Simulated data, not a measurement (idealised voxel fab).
Proc. module: voxel wiring stack
cross-section cut | 290 nm wide | cells 5 nm
Cross-section, as written here: a square-cell grid given band by band from the top down, where a band holds one or more rows of cells. Band: top height; bottom height; in nm. Then, left to right: material with width in nm, for each material. "full width": a single material spanning edge to edge. "air": empty space. Height datum 0, below which the as-received substrate wafer is one material. Lowest band open at the bottom, running downward: "z 0 and below". Width spec "30..40" -> top row of cells at first value, bottom row at second value, equal per-row change in between. The designation "no change occurred", where it is given for a processing step, indicates that no cell of the cross-section was altered in the course of that step. "Closed void list" means: voids of 8 cells or more that are shut off from the top with no open way through. Written width x height at distance, distance from the left edge, in nm. after a step's settings: what the simulator itself notes on the step. overlay nm: mask offset rightward from planned place, masked step; negative means leftward offset.
Below is the list of planned process steps
1 RECEIVE [material Si]
2 CONFORMAL_DEP [material SiO2] [thk nm 15]
3 CONFORMAL_DEP [material SiN] [thk nm 5]
4 DIRECTIONAL_DEP [material SiO2] [thk nm 15]
5 PATTERN [tone open] [mask id METAL_1] [material resist] [width nm 20] [pitch nm 50] [thk nm 20] [overlay nm 0]
6 DIRECTIONAL_ETCH [etch materials SiO2] [depth nm 15]
7 DIRECTIONAL_ETCH [etch materials SiN] [depth nm 5]
8 STRIP [etch materials resist]
9 CONFORMAL_DEP [material TiN] [thk nm 5]
10 FILL_DEP [material Cu] [thk nm 5]
11 CMP [height nm 35]
12 CONFORMAL_DEP [material SiCN] [thk nm 5]
13 DIRECTIONAL_DEP [material SiO2] [thk nm 25]
14 DIRECTIONAL_DEP [material aC] [thk nm 15]
15 PATTERN [tone open] [mask id METAL_2_HOLES] [material resist] [width nm 15] [pitch nm 100] [thk nm 35] [overlay nm 0]
16 DIRECTIONAL_ETCH [etch materials aC] [depth nm 15]
17 STRIP [etch materials resist]
18 DIRECTIONAL_ETCH [etch materials SiO2] [depth nm 25]
19 STRIP [etch materials aC]
20 PATTERN [tone open] [mask id METAL_2] [material resist] [width nm 20] [pitch nm 50] [thk nm 15] [overlay nm 0]
21 DIRECTIONAL_ETCH [etch materials SiO2] [depth nm 15]
22 DIRECTIONAL_ETCH [etch materials SiCN] [depth nm 5]
23 STRIP [etch materials resist]
24 CONFORMAL_DEP [material TiN] [thk nm 5]
25 FILL_DEP [material Ru] [thk nm 10]
26 CMP [height nm 65]
27 CONFORMAL_DEP [material SiCN] [thk nm 5]
28 DIRECTIONAL_DEP [material lowk] [thk nm 30]
29 PATTERN [tone open] [mask id METAL_3_HOLES] [material resist] [width nm 15] [pitch nm 100] [thk nm 20] [overlay nm 0]
30 DIRECTIONAL_ETCH [etch materials lowk] [depth nm 30]
31 STRIP [etch materials resist]
32 MASKED_ETCH [tone open] [mask id METAL_3] [width nm 20] [pitch nm 50] [etch materials lowk] [depth nm 20] [overlay nm 0]
33 MASKED_ETCH [tone open] [mask id METAL_3] [width nm 20] [pitch nm 50] [etch materials SiCN] [depth nm 5] [overlay nm 0]
34 CONFORMAL_DEP [material TiN] [thk nm 5]
35 FILL_DEP [material Ru] [thk nm 10]
36 CMP [height nm 100]
37 CONFORMAL_DEP [material SiCN] [thk nm 5]
38 DIRECTIONAL_DEP [material lowk] [thk nm 10]
39 MASKED_ETCH [tone open] [mask id PLUG_3] [width nm 15] [pitch nm 50] [etch materials lowk] [depth nm 10] [overlay nm 0]
40 MASKED_ETCH [tone open] [mask id PLUG_3] [width nm 15] [pitch nm 50] [etch materials SiCN] [depth nm 5] [overlay nm 0]
41 EPI [material Ru] [thk nm 10]
42 EPI [material Ru] [thk nm 5]
43 CONFORMAL_DEP [material SiN] [thk nm 5]
44 DIRECTIONAL_DEP [material lowk] [thk nm 15]
45 DIRECTIONAL_DEP [material aC] [thk nm 15]
46 PATTERN [tone open] [mask id METAL_4] [material resist] [width nm 20] [pitch nm 50] [thk nm 35] [overlay nm 0]
47 DIRECTIONAL_ETCH [etch materials aC] [depth nm 15]
48 STRIP [etch materials resist]
49 DIRECTIONAL_ETCH [etch materials lowk] [depth nm 15]
50 DIRECTIONAL_ETCH [etch materials SiN] [depth nm 5]
51 STRIP [etch materials aC]
52 CONFORMAL_DEP [material TiN] [thk nm 5]
53 FILL_DEP [material Ru] [thk nm 5]
54 CMP [height nm 135]
55 EPI [material Ru] [thk nm 5]
56 FILL_DEP [material SiCN] [thk nm 5]
So, the first of our two wafers, run just as we planned it
This is the cross-section of the wafer as we received it, i.e. after step 1
	z 0 and below  Si full width
	Closed void list: none
After step 2, in cross-section
	z 15 to 0  SiO2 full width
	Beneath the level 0, the cross-section is identical to its previous state.
After step 3, in cross-section
	z 20 to 15  SiN full width
	Beneath the level 15, the cross-section is identical to its previous state.
After step 4, in cross-section
	z 35 to 20  SiO2 full width
	Beneath the level 20, the cross-section is identical to its previous state.
After step 5, in cross-section
	z 55 to 35  resist: 85 / air: 20 / resist: 30 / air: 20 / resist: 30 / air: 20 / resist: 85
	Beneath the level 35, the cross-section is identical to its previous state.
After step 6, in cross-section
	z 55 to 35  resist: 85 / air: 20 / resist: 30 / air: 20 / resist: 30 / air: 20 / resist: 85
	z 35 to 20  SiO2: 85 / air: 20 / SiO2: 30 / air: 20 / SiO2: 30 / air: 20 / SiO2: 85
	Beneath the level 20, the cross-section is identical to its previous state.
After step 7, in cross-section
	z 55 to 35  resist: 85 / air: 20 / resist: 30 / air: 20 / resist: 30 / air: 20 / resist: 85
	z 35 to 20  SiO2: 85 / air: 20 / SiO2: 30 / air: 20 / SiO2: 30 / air: 20 / SiO2: 85
	z 20 to 15  SiN: 85 / air: 20 / SiN: 30 / air: 20 / SiN: 30 / air: 20 / SiN: 85
	Beneath the level 15, the cross-section is identical to its previous state.
After step 8, in cross-section
	z 35 to 20  SiO2: 85 / air: 20 / SiO2: 30 / air: 20 / SiO2: 30 / air: 20 / SiO2: 85
	Beneath the level 20, the cross-section is identical to its previous state.
After step 9, in cross-section
	z 40 to 35  TiN: 90 / air: 10 / TiN: 40 / air: 10 / TiN: 40 / air: 10 / TiN: 90
	z 35 to 20  SiO2: 85 / TiN: 5 / air: 10 / TiN: 5 / SiO2: 30 / TiN: 5 / air: 10 / TiN: 5 / SiO2: 30 / TiN: 5 / air: 10 / TiN: 5 / SiO2: 85
	z 20 to 15  SiN: 85 / TiN: 20 / SiN: 30 / TiN: 20 / SiN: 30 / TiN: 20 / SiN: 85
	Beneath the level 15, the cross-section is identical to its previous state.
After step 10, in cross-section
	z 45 to 40  Cu full width
	z 40 to 35  TiN: 90 / Cu: 10 / TiN: 40 / Cu: 10 / TiN: 40 / Cu: 10 / TiN: 90
	z 35 to 20  SiO2: 85 / TiN: 5 / Cu: 10 / TiN: 5 / SiO2: 30 / TiN: 5 / Cu: 10 / TiN: 5 / SiO2: 30 / TiN: 5 / Cu: 10 / TiN: 5 / SiO2: 85
	Beneath the level 20, the cross-section is identical to its previous state.
After step 11, in cross-section
	z 35 to 20  SiO2: 85 / TiN: 5 / Cu: 10 / TiN: 5 / SiO2: 30 / TiN: 5 / Cu: 10 / TiN: 5 / SiO2: 30 / TiN: 5 / Cu: 10 / TiN: 5 / SiO2: 85
	Beneath the level 20, the cross-section is identical to its previous state.
After step 12, in cross-section
	z 40 to 35  SiCN full width
	Beneath the level 35, the cross-section is identical to its previous state.
After step 13, in cross-section
	z 65 to 40  SiO2 full width
	Beneath the level 40, the cross-section is identical to its previous state.
After step 14, in cross-section
	z 80 to 65  aC full width
	Beneath the level 65, the cross-section is identical to its previous state.
After step 15, in cross-section
	z 115 to 80  resist: 85 / air: 15 / resist: 85 / air: 15 / resist: 90
	Beneath the level 80, the cross-section is identical to its previous state.
After step 16, in cross-section
	z 100 to 80  resist: 85 / air: 15 / resist: 85 / air: 15 / resist: 90
	z 80 to 65  aC: 85 / air: 15 / aC: 85 / air: 15 / aC: 90
	Beneath the level 65, the cross-section is identical to its previous state.
After step 17, in cross-section
	z 80 to 65  aC: 85 / air: 15 / aC: 85 / air: 15 / aC: 90
	Beneath the level 65, the cross-section is identical to its previous state.
After step 18, in cross-section
	z 80 to 65  aC: 85 / air: 15 / aC: 85 / air: 15 / aC: 90
	z 65 to 40  SiO2: 85 / air: 15 / SiO2: 85 / air: 15 / SiO2: 90
	Beneath the level 40, the cross-section is identical to its previous state.
After step 19, in cross-section
	z 65 to 40  SiO2: 85 / air: 15 / SiO2: 85 / air: 15 / SiO2: 90
	Beneath the level 40, the cross-section is identical to its previous state.
After step 20, in cross-section
	z 80 to 65  resist: 85 / air: 20 / resist: 30 / air: 20 / resist: 30 / air: 20 / resist: 85
	Beneath the level 65, the cross-section is identical to its previous state.
After step 21, in cross-section
	z 80 to 65  resist: 85 / air: 20 / resist: 30 / air: 20 / resist: 30 / air: 20 / resist: 85
	z 65 to 50  SiO2: 85 / air: 20 / SiO2: 30 / air: 20 / SiO2: 30 / air: 20 / SiO2: 85
	Beneath the level 50, the cross-section is identical to its previous state.
After step 22, in cross-section
	z 80 to 65  resist: 85 / air: 20 / resist: 30 / air: 20 / resist: 30 / air: 20 / resist: 85
	z 65 to 50  SiO2: 85 / air: 20 / SiO2: 30 / air: 20 / SiO2: 30 / air: 20 / SiO2: 85
	z 50 to 40  SiO2: 85 / air: 15 / SiO2: 85 / air: 15 / SiO2: 90
	z 40 to 35  SiCN: 85 / air: 15 / SiCN: 85 / air: 15 / SiCN: 90
	Beneath the level 35, the cross-section is identical to its previous state.
After step 23, in cross-section
	z 65 to 50  SiO2: 85 / air: 20 / SiO2: 30 / air: 20 / SiO2: 30 / air: 20 / SiO2: 85
	Beneath the level 50, the cross-section is identical to its previous state.
After step 24, in cross-section
	z 70 to 65  TiN: 90 / air: 10 / TiN: 40 / air: 10 / TiN: 40 / air: 10 / TiN: 90
	z 65 to 55  SiO2: 85 / TiN: 5 / air: 10 / TiN: 5 / SiO2: 30 / TiN: 5 / air: 10 / TiN: 5 / SiO2: 30 / TiN: 5 / air: 10 / TiN: 5 / SiO2: 85
	z 55 to 50  SiO2: 85 / TiN: 5 / air: 5 / TiN: 10 / SiO2: 30 / TiN: 20 / SiO2: 30 / TiN: 5 / air: 5 / TiN: 10 / SiO2: 85
	z 50 to 40  SiO2: 85 / TiN: 5 / air: 5 / TiN: 5 / SiO2: 85 / TiN: 5 / air: 5 / TiN: 5 / SiO2: 90
	z 40 to 35  SiCN: 85 / TiN: 15 / SiCN: 85 / TiN: 15 / SiCN: 90
	Beneath the level 35, the cross-section is identical to its previous state.
After step 25, in cross-section
	z 80 to 70  Ru full width
	z 70 to 65  TiN: 90 / Ru: 10 / TiN: 40 / Ru: 10 / TiN: 40 / Ru: 10 / TiN: 90
	z 65 to 55  SiO2: 85 / TiN: 5 / Ru: 10 / TiN: 5 / SiO2: 30 / TiN: 5 / Ru: 10 / TiN: 5 / SiO2: 30 / TiN: 5 / Ru: 10 / TiN: 5 / SiO2: 85
	z 55 to 50  SiO2: 85 / TiN: 5 / Ru: 5 / TiN: 10 / SiO2: 30 / TiN: 20 / SiO2: 30 / TiN: 5 / Ru: 5 / TiN: 10 / SiO2: 85
	z 50 to 40  SiO2: 85 / TiN: 5 / Ru: 5 / TiN: 5 / SiO2: 85 / TiN: 5 / Ru: 5 / TiN: 5 / SiO2: 90
	Beneath the level 40, the cross-section is identical to its previous state.
After step 26, in cross-section
	z 65 to 55  SiO2: 85 / TiN: 5 / Ru: 10 / TiN: 5 / SiO2: 30 / TiN: 5 / Ru: 10 / TiN: 5 / SiO2: 30 / TiN: 5 / Ru: 10 / TiN: 5 / SiO2: 85
	Beneath the level 55, the cross-section is identical to its previous state.
After step 27, in cross-section
	z 70 to 65  SiCN full width
	Beneath the level 65, the cross-section is identical to its previous state.
After step 28, in cross-section
	z 100 to 70  lowk full width
	Beneath the level 70, the cross-section is identical to its previous state.
After step 29, in cross-section
	z 120 to 100  resist: 85 / air: 15 / resist: 85 / air: 15 / resist: 90
	Beneath the level 100, the cross-section is identical to its previous state.
After step 30, in cross-section
	z 120 to 100  resist: 85 / air: 15 / resist: 85 / air: 15 / resist: 90
	z 100 to 70  lowk: 85 / air: 15 / lowk: 85 / air: 15 / lowk: 90
	Beneath the level 70, the cross-section is identical to its previous state.
After step 31, in cross-section
	z 100 to 70  lowk: 85 / air: 15 / lowk: 85 / air: 15 / lowk: 90
	Beneath the level 70, the cross-section is identical to its previous state.
After step 32, in cross-section
	z 100 to 80  lowk: 85 / air: 20 / lowk: 30 / air: 20 / lowk: 30 / air: 20 / lowk: 85
	Beneath the level 80, the cross-section is identical to its previous state.
After step 33, in cross-section
	z 100 to 80  lowk: 85 / air: 20 / lowk: 30 / air: 20 / lowk: 30 / air: 20 / lowk: 85
	z 80 to 70  lowk: 85 / air: 15 / lowk: 85 / air: 15 / lowk: 90
	z 70 to 65  SiCN: 85 / air: 15 / SiCN: 85 / air: 15 / SiCN: 90
	Beneath the level 65, the cross-section is identical to its previous state.
After step 34, in cross-section
	z 105 to 100  TiN: 90 / air: 10 / TiN: 40 / air: 10 / TiN: 40 / air: 10 / TiN: 90
	z 100 to 85  lowk: 85 / TiN: 5 / air: 10 / TiN: 5 / lowk: 30 / TiN: 5 / air: 10 / TiN: 5 / lowk: 30 / TiN: 5 / air: 10 / TiN: 5 / lowk: 85
	z 85 to 80  lowk: 85 / TiN: 5 / air: 5 / TiN: 10 / lowk: 30 / TiN: 20 / lowk: 30 / TiN: 5 / air: 5 / TiN: 10 / lowk: 85
	z 80 to 70  lowk: 85 / TiN: 5 / air: 5 / TiN: 5 / lowk: 85 / TiN: 5 / air: 5 / TiN: 5 / lowk: 90
	z 70 to 65  SiCN: 85 / TiN: 15 / SiCN: 85 / TiN: 15 / SiCN: 90
	Beneath the level 65, the cross-section is identical to its previous state.
After step 35, in cross-section
	z 115 to 105  Ru full width
	z 105 to 100  TiN: 90 / Ru: 10 / TiN: 40 / Ru: 10 / TiN: 40 / Ru: 10 / TiN: 90
	z 100 to 85  lowk: 85 / TiN: 5 / Ru: 10 / TiN: 5 / lowk: 30 / TiN: 5 / Ru: 10 / TiN: 5 / lowk: 30 / TiN: 5 / Ru: 10 / TiN: 5 / lowk: 85
	z 85 to 80  lowk: 85 / TiN: 5 / Ru: 5 / TiN: 10 / lowk: 30 / TiN: 20 / lowk: 30 / TiN: 5 / Ru: 5 / TiN: 10 / lowk: 85
	z 80 to 70  lowk: 85 / TiN: 5 / Ru: 5 / TiN: 5 / lowk: 85 / TiN: 5 / Ru: 5 / TiN: 5 / lowk: 90
	Beneath the level 70, the cross-section is identical to its previous state.
After step 36, in cross-section
	z 100 to 85  lowk: 85 / TiN: 5 / Ru: 10 / TiN: 5 / lowk: 30 / TiN: 5 / Ru: 10 / TiN: 5 / lowk: 30 / TiN: 5 / Ru: 10 / TiN: 5 / lowk: 85
	Beneath the level 85, the cross-section is identical to its previous state.
After step 37, in cross-section
	z 105 to 100  SiCN full width
	Beneath the level 100, the cross-section is identical to its previous state.
After step 38, in cross-section
	z 115 to 105  lowk full width
	Beneath the level 105, the cross-section is identical to its previous state.
After step 39, in cross-section
	z 115 to 105  lowk: 85 / air: 15 / lowk: 35 / air: 15 / lowk: 35 / air: 15 / lowk: 90
	Beneath the level 105, the cross-section is identical to its previous state.
After step 40, in cross-section
	z 115 to 105  lowk: 85 / air: 15 / lowk: 35 / air: 15 / lowk: 35 / air: 15 / lowk: 90
	z 105 to 100  SiCN: 85 / air: 15 / SiCN: 35 / air: 15 / SiCN: 35 / air: 15 / SiCN: 90
	Beneath the level 100, the cross-section is identical to its previous state.
After step 41, in cross-section
	z 115 to 110  lowk: 85 / air: 15 / lowk: 35 / air: 15 / lowk: 35 / air: 15 / lowk: 90
	z 110 to 105  lowk: 85 / Ru: 15 / lowk: 35 / Ru: 15 / lowk: 35 / Ru: 15 / lowk: 90
	z 105 to 100  SiCN: 85 / Ru: 15 / SiCN: 35 / Ru: 15 / SiCN: 35 / Ru: 15 / SiCN: 90
	Beneath the level 100, the cross-section is identical to its previous state.
After step 42, in cross-section
	z 115 to 105  lowk: 85 / Ru: 15 / lowk: 35 / Ru: 15 / lowk: 35 / Ru: 15 / lowk: 90
	Beneath the level 105, the cross-section is identical to its previous state.
After step 43, in cross-section
	z 120 to 115  SiN full width
	Beneath the level 115, the cross-section is identical to its previous state.
After step 44, in cross-section
	z 135 to 120  lowk full width
	Beneath the level 120, the cross-section is identical to its previous state.
After step 45, in cross-section
	z 150 to 135  aC full width
	Beneath the level 135, the cross-section is identical to its previous state.
After step 46, in cross-section
	z 185 to 150  resist: 85 / air: 20 / resist: 30 / air: 20 / resist: 30 / air: 20 / resist: 85
	Beneath the level 150, the cross-section is identical to its previous state.
After step 47, in cross-section
	z 170 to 150  resist: 85 / air: 20 / resist: 30 / air: 20 / resist: 30 / air: 20 / resist: 85
	z 150 to 135  aC: 85 / air: 20 / aC: 30 / air: 20 / aC: 30 / air: 20 / aC: 85
	Beneath the level 135, the cross-section is identical to its previous state.
After step 48, in cross-section
	z 150 to 135  aC: 85 / air: 20 / aC: 30 / air: 20 / aC: 30 / air: 20 / aC: 85
	Beneath the level 135, the cross-section is identical to its previous state.
After step 49, in cross-section
	z 150 to 135  aC: 85 / air: 20 / aC: 30 / air: 20 / aC: 30 / air: 20 / aC: 85
	z 135 to 120  lowk: 85 / air: 20 / lowk: 30 / air: 20 / lowk: 30 / air: 20 / lowk: 85
	Beneath the level 120, the cross-section is identical to its previous state.
After step 50, in cross-section
	z 150 to 135  aC: 85 / air: 20 / aC: 30 / air: 20 / aC: 30 / air: 20 / aC: 85
	z 135 to 120  lowk: 85 / air: 20 / lowk: 30 / air: 20 / lowk: 30 / air: 20 / lowk: 85
	z 120 to 115  SiN: 85 / air: 20 / SiN: 30 / air: 20 / SiN: 30 / air: 20 / SiN: 85
	Beneath the level 115, the cross-section is identical to its previous state.
After step 51, in cross-section
	z 135 to 120  lowk: 85 / air: 20 / lowk: 30 / air: 20 / lowk: 30 / air: 20 / lowk: 85
	Beneath the level 120, the cross-section is identical to its previous state.
After step 52, in cross-section
	z 140 to 135  TiN: 90 / air: 10 / TiN: 40 / air: 10 / TiN: 40 / air: 10 / TiN: 90
	z 135 to 120  lowk: 85 / TiN: 5 / air: 10 / TiN: 5 / lowk: 30 / TiN: 5 / air: 10 / TiN: 5 / lowk: 30 / TiN: 5 / air: 10 / TiN: 5 / lowk: 85
	z 120 to 115  SiN: 85 / TiN: 20 / SiN: 30 / TiN: 20 / SiN: 30 / TiN: 20 / SiN: 85
	Beneath the level 115, the cross-section is identical to its previous state.
After step 53, in cross-section
	z 145 to 140  Ru full width
	z 140 to 135  TiN: 90 / Ru: 10 / TiN: 40 / Ru: 10 / TiN: 40 / Ru: 10 / TiN: 90
	z 135 to 120  lowk: 85 / TiN: 5 / Ru: 10 / TiN: 5 / lowk: 30 / TiN: 5 / Ru: 10 / TiN: 5 / lowk: 30 / TiN: 5 / Ru: 10 / TiN: 5 / lowk: 85
	Beneath the level 120, the cross-section is identical to its previous state.
After step 54, in cross-section
	z 135 to 120  lowk: 85 / TiN: 5 / Ru: 10 / TiN: 5 / lowk: 30 / TiN: 5 / Ru: 10 / TiN: 5 / lowk: 30 / TiN: 5 / Ru: 10 / TiN: 5 / lowk: 85
	Beneath the level 120, the cross-section is identical to its previous state.
After step 55, in cross-section
	z 140 to 135  air: 80 / Ru: 30 / air: 20 / Ru: 30 / air: 20 / Ru: 30 / air: 80
	Beneath the level 135, the cross-section is identical to its previous state.
After step 56, in cross-section
	z 145 to 140  SiCN full width
	z 140 to 135  SiCN: 80 / Ru: 30 / SiCN: 20 / Ru: 30 / SiCN: 20 / Ru: 30 / SiCN: 80
	Beneath the level 135, the cross-section is identical to its previous state.
Notes, second wafer: start = first wafer's, plan = first wafer's, execution had one mistake; history identical to first through step 55
Second wafer cross-section, taken as of the time the plan sets for step 56 to be done: no change occurred
What was done differently from what was planned? step 56 in the plan did not get run; it was skipped
at the end the second wafer has, in cells: SiCN: 98 fewer
